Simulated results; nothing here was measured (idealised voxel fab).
Module name: voxel transistor to metal (process module)
Pictured: cross-section cut, 140 nm wide, on a grid of 5 nm square cells.
This document writes a cross-section as a grid whose cells are square, and gives it as bands, listed from the top down; one or more rows of cells form a band. Basically the band line says how high the top is and how high the bottom is, in nm, and then what's in it from left to right, every material with its width in nm. Empty space shows up as "blank", and if a single material carries "full width" it runs the full band edge to edge. Height reference: 0 = level under which incoming wafer is all one material. Lowest band: no bottom, runs on downward, e.g. "0 -> down". It should be noted that a width expressed as "30 to 40" varies in equal increments from row to row of cells within the band, taking the value of the first number at the top row and that of the second number at the bottom row. For the purposes of this document, the phrase "no alterations made" attached to a step denotes that no cell within the cross-section was modified by that step. In the "Closed void entries" entry, you get each enclosed empty space of 8 cells or more, one with no open way to the top, written width x height at distance, distance from the left edge, in nm. Heads up: the bit after the settings on a step's line is the simulator's remark on that step. "overlay nm" answers the question of how far to the right of plan the mask lay on a step that has a mask, and when it is negative the answer is to the left.
Steps planned for the process
1: RECEIVE [material Si]
2: CONFORMAL_DEP [material SiO2] [thk nm 5]
3: CONFORMAL_DEP [material SiN] [thk nm 10]
4: MASKED_ETCH [tone cover] [mask id ACTIVE] [width nm 110] [etch materials SiN] [depth nm 10] [overlay nm 0]
5: MASKED_ETCH [tone cover] [mask id ACTIVE] [width nm 110] [etch materials SiO2] [depth nm 5] [overlay nm 0]
6: MASKED_ETCH [tone cover] [mask id ACTIVE] [width nm 110] [etch materials Si] [depth nm 25] [overlay nm 0]
7: FILL_DEP [material SiO2] [thk nm 10]
8: CMP [height nm 15]
9: SELECTIVE_ETCH [etch materials SiO2] [depth nm 5]
10: STRIP [etch materials SiN]
11: SELECTIVE_ETCH [etch materials SiO2] [depth nm 5]
12: OXIDIZE [depth nm 5]
13: DIRECTIONAL_DEP [material polySi] [thk nm 20]
14: DIRECTIONAL_DEP [material SiCN] [thk nm 15]
15: PATTERN [tone cover] [mask id GATE] [material resist] [width nm 20] [thk nm 15] [overlay nm 0]
16: DIRECTIONAL_ETCH [etch materials SiCN] [depth nm 25]
17: DIRECTIONAL_ETCH [etch materials polySi] [depth nm 30]
18: STRIP [etch materials resist]
19: CONFORMAL_DEP [material SiN] [thk nm 5]
20: DIRECTIONAL_ETCH [etch materials SiN] [depth nm 5]
21: DIRECTIONAL_ETCH [etch materials SiO2] [depth nm 5]
22: DIRECTIONAL_ETCH [etch materials Si] [depth nm 5]
23: EPI [material pSi] [thk nm 5]
24: FILL_DEP [material SiO2] [thk nm 10]
25: CMP [height nm 35]
26: DIRECTIONAL_DEP [material SiO2] [thk nm 10]
27: DIRECTIONAL_DEP [material aC] [thk nm 15]
28: PATTERN [tone open] [mask id CONTACT] [material resist] [width nm 30] [pitch nm 60] [thk nm 35] [overlay nm 0]
29: DIRECTIONAL_ETCH [etch materials aC] [depth nm 15]
30: STRIP [etch materials resist]
31: DIRECTIONAL_ETCH [etch materials SiO2] [depth nm 50]
32: STRIP [etch materials aC]
33: CONFORMAL_DEP [material TiN] [thk nm 5]
34: FILL_DEP [material W] [thk nm 5]
35: CMP [height nm 45]
36: DIRECTIONAL_DEP [material TiN] [thk nm 5]
37: DIRECTIONAL_DEP [material W] [thk nm 20]
38: MASKED_ETCH [tone cover] [mask id METAL_1] [width nm 15] [pitch nm 75] [etch materials W] [depth nm 20] [overlay nm 0]
39: MASKED_ETCH [tone cover] [mask id METAL_1] [width nm 15] [pitch nm 75] [etch materials TiN] [depth nm 5] [overlay nm 0]
40: CONFORMAL_DEP [material SiN] [thk nm 5]
41: FILL_DEP [material SiO2] [thk nm 5]
42: CMP [height nm 70]
43: CONFORMAL_DEP [material SiCN] [thk nm 5]
Here's what the wafer looked like in cross-section when it arrived - that's after step 1
  0 -> down = Si full width
  Closed void entries: none
First of two wafers: cross-section at end of module, run per plan
  75 -> 70 = SiCN full width
  70 -> 50 = 20 SiO2  5 SiN  15 W  5 SiN  50 SiO2  5 SiN  15 W  5 SiN  20 SiO2
  50 -> 45 = 25 SiN  15 TiN  60 SiN  15 TiN  25 SiN
  45 -> 35 = 25 SiO2  5 TiN  20 W  5 TiN  30 SiO2  5 TiN  20 W  5 TiN  25 SiO2
  35 -> 20 = 25 SiO2  5 TiN  20 W  5 TiN  5 SiN  20 SiCN  5 SiN  5 TiN  20 W  5 TiN  25 SiO2
  20 -> 5 = 25 SiO2  5 TiN  20 W  5 TiN  5 SiN  20 polySi  5 SiN  5 TiN  20 W  5 TiN  25 SiO2
  5 -> 0 = 10 SiO2  5 SiN  10 SiO2  5 TiN  15 W  10 TiN  5 SiN  20 polySi  5 SiN  10 TiN  15 W  5 TiN  10 SiO2  5 SiN  10 SiO2
  0 -> -5 = 25 SiO2  25 TiN  5 pSi  30 SiO2  5 pSi  25 TiN  25 SiO2
  -5 -> -10 = 15 SiO2  40 pSi  30 Si  40 pSi  15 SiO2
  -10 -> -25 = 15 SiO2  110 Si  15 SiO2
  -25 -> down = Si full width
  Closed void entries: none
End of module, second wafer, cross-section. Started like the first, planned like the first, run with one mistake
  75 -> 70 = SiCN full width
  70 -> 50 = 20 SiO2  5 SiN  15 W  5 SiN  50 SiO2  5 SiN  15 W  5 SiN  20 SiO2
  50 -> 45 = 25 SiN  15 TiN  60 SiN  15 TiN  25 SiN
  45 -> 35 = 25 SiO2  5 TiN  20 W  5 TiN  30 SiO2  5 TiN  20 W  5 TiN  25 SiO2
  35 -> 25 = 25 SiO2  5 TiN  20 W  5 TiN  5 SiN  20 SiCN  5 SiN  5 TiN  20 W  5 TiN  25 SiO2
  25 -> 10 = 25 SiO2  5 TiN  20 W  5 TiN  5 SiN  20 polySi  5 SiN  5 TiN  20 W  5 TiN  25 SiO2
  10 -> 5 = 25 SiO2  5 TiN  15 W  10 TiN  5 SiN  20 polySi  5 SiN  10 TiN  15 W  5 TiN  25 SiO2
  5 -> 0 = 15 SiO2  5 SiN  5 SiO2  25 TiN  5 pSi  30 SiO2  5 pSi  25 TiN  5 SiO2  5 SiN  15 SiO2
  0 -> -5 = 10 SiO2  5 pSi  10 SiO2  30 pSi  30 Si  30 pSi  10 SiO2  5 pSi  10 SiO2
  -5 -> -10 = 15 pSi  110 Si  15 pSi
  -10 -> down = Si full width
  Closed void entries: none
It is concluded that the wafer was processed incorrectly with respect to the plan, in that step 4 was run on a setting that differed from the plan, and what really ran there is MASKED_ETCH [tone open] [mask id ACTIVE] [width nm 110] [etch materials SiN] [depth nm 10] [overlay nm 0]
The final cell counts differ between the wafers, with the second having more or fewer of some materials than the first: Si +40; SiCN -4; SiN -2; SiO2 -26; TiN -4; W -8; pSi +4
